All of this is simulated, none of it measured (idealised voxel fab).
The following is a process module called voxel capacitor over wiring.
The cross-section on display is named cut; it measures 200 nm wide, and its cells are 5 nm squares.
Bands, listed from the top down, are how a cross-section gets written in this document; the cross-section itself is a grid of square cells, and a band is one or more rows of them. A band entry consists of two parts. The first gives the height of the band's top and the height of its bottom, in nm. The rest lists the band's materials from left to right, each with its width in nm. A single material labelled with the word "everywhere" fills the band from edge to edge, and the word "empty" marks empty space. Height 0 is the level under which the wafer as received is all one material. The lowest band goes on downwards, as in "0..down". A two-number width, for instance "30 to 40", indicates that the width is equal to the first number in the top row of the band and to the second number in the bottom row, and that it changes by a constant amount per row of cells. No cell of the cross-section changed in a step that is given as "stayed the same". Listed in "closed voids": every empty space of 8 or more cells without an open way to the top. Form: width x height at distance, the distance being from the left edge, all in nm. Step line, after settings: the simulator's comment on this step. overlay nm: mask offset rightward from planned place, masked step; negative means leftward offset.

# The steps planned for the process are as follows
- 1: RECEIVE,material Si
- 2: CONFORMAL_DEP,material SiO2,thk nm 15
- 3: CONFORMAL_DEP,material SiCN,thk nm 5
- 4: DIRECTIONAL_DEP,material lowk,thk nm 20
- 5: PATTERN,tone open,mask id METAL_1,material resist,width nm 20,pitch nm 70,thk nm 20,overlay nm 0
- 6: DIRECTIONAL_ETCH,etch materials lowk,depth nm 20
- 7: DIRECTIONAL_ETCH,etch materials SiCN,depth nm 5
- 8: STRIP,etch materials resist
- 9: CONFORMAL_DEP,material TiN,thk nm 5
- 10: FILL_DEP,material Cu,thk nm 10
- 11: CMP,height nm 40
- 12: CONFORMAL_DEP,material SiCN,thk nm 5
- 13: DIRECTIONAL_DEP,material lowk,thk nm 10
- 14: PATTERN,tone open,mask id PLUG_1,material resist,width nm 15,thk nm 15,overlay nm 0
- 15: DIRECTIONAL_ETCH,etch materials lowk,depth nm 10
- 16: DIRECTIONAL_ETCH,etch materials SiCN,depth nm 5
- 17: STRIP,etch materials resist
- 18: EPI,material Ru,thk nm 10
- 19: EPI,material Ru,thk nm 5
- 20: DIRECTIONAL_DEP,material TiN,thk nm 5
- 21: DIRECTIONAL_DEP,material SiN,thk nm 5
- 22: DIRECTIONAL_DEP,material TiN,thk nm 5
- 23: DIRECTIONAL_DEP,material aC,thk nm 10
- 24: PATTERN,tone cover,mask id UPPER_PLATE,material resist,width nm 55,thk nm 30,overlay nm 0
- 25: DIRECTIONAL_ETCH,etch materials aC,depth nm 10
- 26: STRIP,etch materials resist
- 27: DIRECTIONAL_ETCH,etch materials TiN,depth nm 5
- 28: DIRECTIONAL_ETCH,etch materials SiN,depth nm 5
- 29: STRIP,etch materials aC
- 30: MASKED_ETCH,tone cover,mask id LOWER_PLATE,width nm 65,etch materials TiN,depth nm 5,overlay nm 0
- 31: FILL_DEP,material SiO2,thk nm 15
- 32: CMP,height nm 80
- 33: PATTERN,tone open,mask id PLUG_2,material resist,width nm 15,thk nm 20,overlay nm 0
- 34: DIRECTIONAL_ETCH,etch materials SiO2,depth nm 10
- 35: STRIP,etch materials resist
- 36: CONFORMAL_DEP,material TiN,thk nm 5
- 37: FILL_DEP,material Cu,thk nm 10
- 38: CMP,height nm 80
- 39: CONFORMAL_DEP,material SiN,thk nm 5

# The first of the two wafers, which ran as planned

# Wafer as received: cross-section following step 1
    0..down | Si everywhere
    closed voids: none

# The following cross-section depicts the wafer upon completion of step 2
    15..0 | SiO2 everywhere
    Below 0, no change.

# The following cross-section depicts the wafer upon completion of step 3
    20..15 | SiCN everywhere
    Below 15, no change.

# The following cross-section depicts the wafer upon completion of step 4
    40..20 | lowk everywhere
    Below 20, no change.

# The following cross-section depicts the wafer upon completion of step 5
    60..40 | resist=55; empty=20; resist=50; empty=20; resist=55
    Below 40, no change.

# The following cross-section depicts the wafer upon completion of step 6
    60..40 | resist=55; empty=20; resist=50; empty=20; resist=55
    40..20 | lowk=55; empty=20; lowk=50; empty=20; lowk=55
    Below 20, no change.

# The following cross-section depicts the wafer upon completion of step 7
    60..40 | resist=55; empty=20; resist=50; empty=20; resist=55
    40..20 | lowk=55; empty=20; lowk=50; empty=20; lowk=55
    20..15 | SiCN=55; empty=20; SiCN=50; empty=20; SiCN=55
    Below 15, no change.

# The following cross-section depicts the wafer upon completion of step 8
    40..20 | lowk=55; empty=20; lowk=50; empty=20; lowk=55
    Below 20, no change.

# The following cross-section depicts the wafer upon completion of step 9
    45..40 | TiN=60; empty=10; TiN=60; empty=10; TiN=60
    40..20 | lowk=55; TiN=5; empty=10; TiN=5; lowk=50; TiN=5; empty=10; TiN=5; lowk=55
    20..15 | SiCN=55; TiN=20; SiCN=50; TiN=20; SiCN=55
    Below 15, no change.

# The following cross-section depicts the wafer upon completion of step 10
    55..45 | Cu everywhere
    45..40 | TiN=60; Cu=10; TiN=60; Cu=10; TiN=60
    40..20 | lowk=55; TiN=5; Cu=10; TiN=5; lowk=50; TiN=5; Cu=10; TiN=5; lowk=55
    Below 20, no change.

# The following cross-section depicts the wafer upon completion of step 11
    40..20 | lowk=55; TiN=5; Cu=10; TiN=5; lowk=50; TiN=5; Cu=10; TiN=5; lowk=55
    Below 20, no change.

# The following cross-section depicts the wafer upon completion of step 12
    45..40 | SiCN everywhere
    Below 40, no change.

# The following cross-section depicts the wafer upon completion of step 13
    55..45 | lowk everywhere
    Below 45, no change.

# The following cross-section depicts the wafer upon completion of step 14
    70..55 | resist=60; empty=15; resist=125
    Below 55, no change.

# The following cross-section depicts the wafer upon completion of step 15
    70..55 | resist=60; empty=15; resist=125
    55..45 | lowk=60; empty=15; lowk=125
    Below 45, no change.

# The following cross-section depicts the wafer upon completion of step 16
    70..55 | resist=60; empty=15; resist=125
    55..45 | lowk=60; empty=15; lowk=125
    45..40 | SiCN=60; empty=15; SiCN=125
    Below 40, no change.

# The following cross-section depicts the wafer upon completion of step 17
    55..45 | lowk=60; empty=15; lowk=125
    Below 45, no change.

# The following cross-section depicts the wafer upon completion of step 18
    55..50 | lowk=60; empty=15; lowk=125
    50..45 | lowk=60; Ru=15; lowk=125
    45..40 | SiCN=60; Ru=15; SiCN=125
    Below 40, no change.

# The following cross-section depicts the wafer upon completion of step 19
    55..45 | lowk=60; Ru=15; lowk=125
    Below 45, no change.

# The following cross-section depicts the wafer upon completion of step 20
    60..55 | TiN everywhere
    Below 55, no change.

# The following cross-section depicts the wafer upon completion of step 21
    65..60 | SiN everywhere
    Below 60, no change.

# The following cross-section depicts the wafer upon completion of step 22
    70..65 | TiN everywhere
    Below 65, no change.

# The following cross-section depicts the wafer upon completion of step 23
    80..70 | aC everywhere
    Below 70, no change.

# The following cross-section depicts the wafer upon completion of step 24
    110..80 | empty=60; resist=55; empty=85
    Below 80, no change.

# The following cross-section depicts the wafer upon completion of step 25
    100..80 | empty=60; resist=55; empty=85
    80..70 | empty=60; aC=55; empty=85
    Below 70, no change.

# The following cross-section depicts the wafer upon completion of step 26
    80..70 | empty=60; aC=55; empty=85
    Below 70, no change.

# The following cross-section depicts the wafer upon completion of step 27
    80..70 | empty=60; aC=55; empty=85
    70..65 | empty=60; TiN=55; empty=85
    Below 65, no change.

# The following cross-section depicts the wafer upon completion of step 28
    80..70 | empty=60; aC=55; empty=85
    70..65 | empty=60; TiN=55; empty=85
    65..60 | empty=60; SiN=55; empty=85
    Below 60, no change.

# The following cross-section depicts the wafer upon completion of step 29
    70..65 | empty=60; TiN=55; empty=85
    Below 65, no change.

# The following cross-section depicts the wafer upon completion of step 30
    70..65 | empty=60; TiN=55; empty=85
    65..60 | empty=60; SiN=55; empty=85
    60..55 | empty=55; TiN=65; empty=80
    Below 55, no change.

# The following cross-section depicts the wafer upon completion of step 31
    85..70 | SiO2 everywhere
    70..65 | SiO2=60; TiN=55; SiO2=85
    65..60 | SiO2=60; SiN=55; SiO2=85
    60..55 | SiO2=55; TiN=65; SiO2=80
    Below 55, no change.

# The following cross-section depicts the wafer upon completion of step 32
    80..70 | SiO2 everywhere
    Below 70, no change.

# The following cross-section depicts the wafer upon completion of step 33
    100..80 | resist=70; empty=15; resist=115
    Below 80, no change.

# The following cross-section depicts the wafer upon completion of step 34
    100..80 | resist=70; empty=15; resist=115
    80..70 | SiO2=70; empty=15; SiO2=115
    Below 70, no change.

# The following cross-section depicts the wafer upon completion of step 35
    80..70 | SiO2=70; empty=15; SiO2=115
    Below 70, no change.

# The following cross-section depicts the wafer upon completion of step 36
    85..80 | TiN=75; empty=5; TiN=120
    80..75 | SiO2=70; TiN=5; empty=5; TiN=5; SiO2=115
    75..65 | SiO2=70 to 60; TiN=15 to 55; SiO2=115 to 85
    Below 65, no change.

# The following cross-section depicts the wafer upon completion of step 37
    95..85 | Cu everywhere
    85..80 | TiN=75; Cu=5; TiN=120
    80..75 | SiO2=70; TiN=5; Cu=5; TiN=5; SiO2=115
    Below 75, no change.

# The following cross-section depicts the wafer upon completion of step 38
    80..75 | SiO2=70; TiN=5; Cu=5; TiN=5; SiO2=115
    Below 75, no change.

# The following cross-section depicts the wafer upon completion of step 39
    85..80 | SiN everywhere
    Below 80, no change.

# Second wafer, same starting state and plan as the first, one mistake in the run, identical through step 17

# X-section, second wafer, when step 18 was due to finish
    60..55 | empty=55; Ru=25; empty=120
    55..45 | lowk=60; Ru=15; lowk=125
    45..40 | SiCN=60; Ru=15; SiCN=125
    Below 40, no change.

# X-section, second wafer, when step 19 was due to finish
    65..55 | empty=50; Ru=35; empty=115
    Below 55, no change.

# X-section, second wafer, when step 20 was due to finish
    70..65 | empty=50; TiN=35; empty=115
    65..60 | empty=50; Ru=35; empty=115
    60..55 | TiN=50; Ru=35; TiN=115
    Below 55, no change.

# X-section, second wafer, when step 21 was due to finish
    75..70 | empty=50; SiN=35; empty=115
    70..65 | empty=50; TiN=35; empty=115
    65..60 | SiN=50; Ru=35; SiN=115
    Below 60, no change.

# X-section, second wafer, when step 22 was due to finish
    80..75 | empty=50; TiN=35; empty=115
    75..70 | empty=50; SiN=35; empty=115
    70..65 | TiN everywhere
    Below 65, no change.

# X-section, second wafer, when step 23 was due to finish
    90..80 | empty=50; aC=35; empty=115
    80..75 | aC=50; TiN=35; aC=115
    75..70 | aC=50; SiN=35; aC=115
    Below 70, no change.

# X-section, second wafer, when step 24 was due to finish
    120..90 | empty=60; resist=55; empty=85
    90..80 | empty=50; aC=35; resist=30; empty=85
    Below 80, no change.

# X-section, second wafer, when step 25 was due to finish
    110..90 | empty=60; resist=55; empty=85
    90..80 | empty=60; aC=25; resist=30; empty=85
    80..75 | empty=50; TiN=35; aC=30; empty=85
    75..70 | empty=50; SiN=35; aC=30; empty=85
    Below 70, no change.

# X-section, second wafer, when step 26 was due to finish
    90..80 | empty=60; aC=25; empty=115
    Below 80, no change.

# X-section, second wafer, when step 27 was due to finish
    90..80 | empty=60; aC=25; empty=115
    80..75 | empty=60; TiN=25; aC=30; empty=85
    75..70 | empty=50; SiN=35; aC=30; empty=85
    70..65 | empty=50; TiN=65; empty=85
    Below 65, no change.

# X-section, second wafer, when step 28 was due to finish
    90..80 | empty=60; aC=25; empty=115
    80..75 | empty=60; TiN=25; aC=30; empty=85
    75..70 | empty=60; SiN=25; aC=30; empty=85
    70..65 | empty=50; TiN=65; empty=85
    65..60 | empty=50; Ru=35; SiN=30; empty=85
    Below 60, no change.

# X-section, second wafer, when step 29 was due to finish
    80..75 | empty=60; TiN=25; empty=115
    75..70 | empty=60; SiN=25; empty=115
    Below 70, no change.

# X-section, second wafer, when step 30 was due to finish
    80..75 | empty=60; TiN=25; empty=115
    75..70 | empty=60; SiN=25; empty=115
    70..65 | empty=55; TiN=60; empty=85
    65..60 | empty=50; Ru=35; SiN=30; empty=85
    60..55 | empty=50; Ru=35; TiN=35; empty=80
    Below 55, no change.

# X-section, second wafer, when step 31 was due to finish
    95..80 | SiO2 everywhere
    80..75 | SiO2=60; TiN=25; SiO2=115
    75..70 | SiO2=60; SiN=25; SiO2=115
    70..65 | SiO2=55; TiN=60; SiO2=85
    65..60 | SiO2=50; Ru=35; SiN=30; SiO2=85
    60..55 | SiO2=50; Ru=35; TiN=35; SiO2=80
    Below 55, no change.

# X-section, second wafer, when step 32 was due to finish
    80..75 | SiO2=60; TiN=25; SiO2=115
    Below 75, no change.

# X-section, second wafer, when step 33 was due to finish
    100..80 | resist=70; empty=15; resist=115
    Below 80, no change.

X-section, second wafer, when step 34 was due to finish: stayed the same

# X-section, second wafer, when step 35 was due to finish
    80..75 | SiO2=60; TiN=25; SiO2=115
    Below 75, no change.

# X-section, second wafer, when step 36 was due to finish
    85..80 | TiN everywhere
    Below 80, no change.

# X-section, second wafer, when step 37 was due to finish
    95..85 | Cu everywhere
    Below 85, no change.

# X-section, second wafer, when step 38 was due to finish
    80..75 | SiO2=60; TiN=25; SiO2=115
    Below 75, no change.

# X-section, second wafer, when step 39 was due to finish
    85..80 | SiN everywhere
    Below 80, no change.
Finding, execution versus plan: step 18 of the plan was executed twice over
End of process, cell counts, second wafer against first, materials with more or fewer: -1 Cu | +14 Ru | -8 SiO2 | -5 TiN
